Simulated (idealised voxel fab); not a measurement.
This section sets out a process module, namely voxel wiring stack.
The cross-section shown here is cut; it is 200 nm wide and divided into square cells measuring 5 nm on a side.
Just so we're on the same page, the cross-sections are grids of square cells, and they're listed out in bands top to bottom, each band one or more rows deep.
The entry gives the band's vertical extent as a top height and a bottom height in nm, then its horizontal make-up as materials from left to right, each with a width in nm. "air" stands for empty space; a single material marked "throughout" fills the band edge to edge.
Where do heights start? At 0: under that level the wafer as delivered is made of one material only. And the lowest band has no floor; it just carries on downward, as in "from 0 down".
Note: "30..40" means the width goes from the first number (top row of the band) to the second number (bottom row) in equal steps per row of cells.
"no alteration" after a step means that no cell of the cross-section changed.
Entry "Closed internal cavities". Content: empty spaces with no open connection to the top, size 8 cells or greater. Each: width x height at distance. Distance: from left edge. Unit: nm.
Anything after a step's settings on that line? It's the simulator's own note about the step.
Regarding "overlay nm": on a step with a mask, it is the distance the mask lay to the right of its planned place; a negative value places it to the left.

**plan**
1: RECEIVE [material Si]
2: CONFORMAL_DEP [material SiO2] [thk nm 10]
3: DIRECTIONAL_DEP [material TiN] [thk nm 5]
4: DIRECTIONAL_DEP [material Ru] [thk nm 25]
5: PATTERN [tone cover] [mask id METAL_1] [material resist] [width nm 30] [pitch nm 45] [thk nm 20] [overlay nm 0]
6: DIRECTIONAL_ETCH [etch materials Ru] [depth nm 25]
7: DIRECTIONAL_ETCH [etch materials TiN] [depth nm 5]
8: STRIP [etch materials resist]
9: FILL_DEP [material SiO2] [thk nm 10]
10: CMP [height nm 40]
11: CONFORMAL_DEP [material SiCN] [thk nm 5]
12: DIRECTIONAL_DEP [material lowk] [thk nm 10]
13: PATTERN [tone open] [mask id PLUG_1] [material resist] [width nm 15] [pitch nm 45] [thk nm 15] [overlay nm 0]
14: DIRECTIONAL_ETCH [etch materials lowk] [depth nm 10]
15: DIRECTIONAL_ETCH [etch materials SiCN] [depth nm 5]
16: STRIP [etch materials resist]
17: CONFORMAL_DEP [material TiN] [thk nm 5]
18: FILL_DEP [material Cu] [thk nm 5]
19: CMP [height nm 55]
20: CONFORMAL_DEP [material SiCN] [thk nm 5]
21: DIRECTIONAL_DEP [material lowk] [thk nm 25]
22: PATTERN [tone open] [mask id METAL_2] [material resist] [width nm 30] [pitch nm 45] [thk nm 15] [overlay nm 0]
23: DIRECTIONAL_ETCH [etch materials lowk] [depth nm 25]
24: DIRECTIONAL_ETCH [etch materials SiCN] [depth nm 5]
25: STRIP [etch materials resist]
26: CONFORMAL_DEP [material TiN] [thk nm 5]
27: FILL_DEP [material Ru] [thk nm 10]
28: CMP [height nm 85]
29: EPI [material Ru] [thk nm 5]
30: FILL_DEP [material SiCN] [thk nm 5]

**Shown in cross-section is the wafer as received, that is, as it stands after step 1**
> from 0 down  Si throughout
> Closed internal cavities: none

**Cross-section taken at module completion on the first of two wafers; processed per the plan**
> from 95 to 90  SiCN throughout
> from 90 to 85  35 of SiCN  40 of Ru  5 of SiCN  40 of Ru  5 of SiCN  40 of Ru  35 of SiCN
> from 85 to 60  40 of lowk  5 of TiN  20 of Ru  5 of TiN  15 of lowk  5 of TiN  20 of Ru  5 of TiN  15 of lowk  5 of TiN  20 of Ru  5 of TiN  40 of lowk
> from 60 to 55  40 of SiCN  30 of TiN  15 of SiCN  30 of TiN  15 of SiCN  30 of TiN  40 of SiCN
> from 55 to 45  40 of lowk  5 of TiN  5 of Cu  5 of TiN  30 of lowk  5 of TiN  5 of Cu  5 of TiN  30 of lowk  5 of TiN  5 of Cu  5 of TiN  55 of lowk
> from 45 to 40  40 of SiCN  15 of TiN  30 of SiCN  15 of TiN  30 of SiCN  15 of TiN  55 of SiCN
> from 40 to 15  40 of SiO2  30 of Ru  15 of SiO2  30 of Ru  15 of SiO2  30 of Ru  40 of SiO2
> from 15 to 10  40 of SiO2  30 of TiN  15 of SiO2  30 of TiN  15 of SiO2  30 of TiN  40 of SiO2
> from 10 to 0  SiO2 throughout
> from 0 down  Si throughout
> Closed internal cavities: none

**End-of-module cross-section of the second wafer: identical starting point and process plan to the first, with one processing mistake**
> from 95 to 90  SiCN throughout
> from 90 to 85  35 of SiCN  15 of Ru  10 of SiCN  15 of Ru  5 of SiCN  15 of Ru  10 of SiCN  15 of Ru  5 of SiCN  15 of Ru  10 of SiCN  15 of Ru  35 of SiCN
> from 85 to 60  40 of lowk  5 of TiN  20 of lowk  5 of TiN  15 of lowk  5 of TiN  20 of lowk  5 of TiN  15 of lowk  5 of TiN  20 of lowk  5 of TiN  40 of lowk
> from 60 to 55  40 of SiCN  30 of TiN  15 of SiCN  30 of TiN  15 of SiCN  30 of TiN  40 of SiCN
> from 55 to 45  40 of lowk  5 of TiN  5 of Cu  5 of TiN  30 of lowk  5 of TiN  5 of Cu  5 of TiN  30 of lowk  5 of TiN  5 of Cu  5 of TiN  55 of lowk
> from 45 to 40  40 of SiCN  15 of TiN  30 of SiCN  15 of TiN  30 of SiCN  15 of TiN  55 of SiCN
> from 40 to 15  40 of SiO2  30 of Ru  15 of SiO2  30 of Ru  15 of SiO2  30 of Ru  40 of SiO2
> from 15 to 10  40 of SiO2  30 of TiN  15 of SiO2  30 of TiN  15 of SiO2  30 of TiN  40 of SiO2
> from 10 to 0  SiO2 throughout
> from 0 down  Si throughout
> Closed internal cavities: none
Plan not followed: step 27: run off-plan, actual operation and settings FILL_DEP [material lowk] [thk nm 10]
Counted in cells at the end, the second wafer holds more or fewer of these materials than the first: -66 Ru; +6 SiCN; +60 lowk
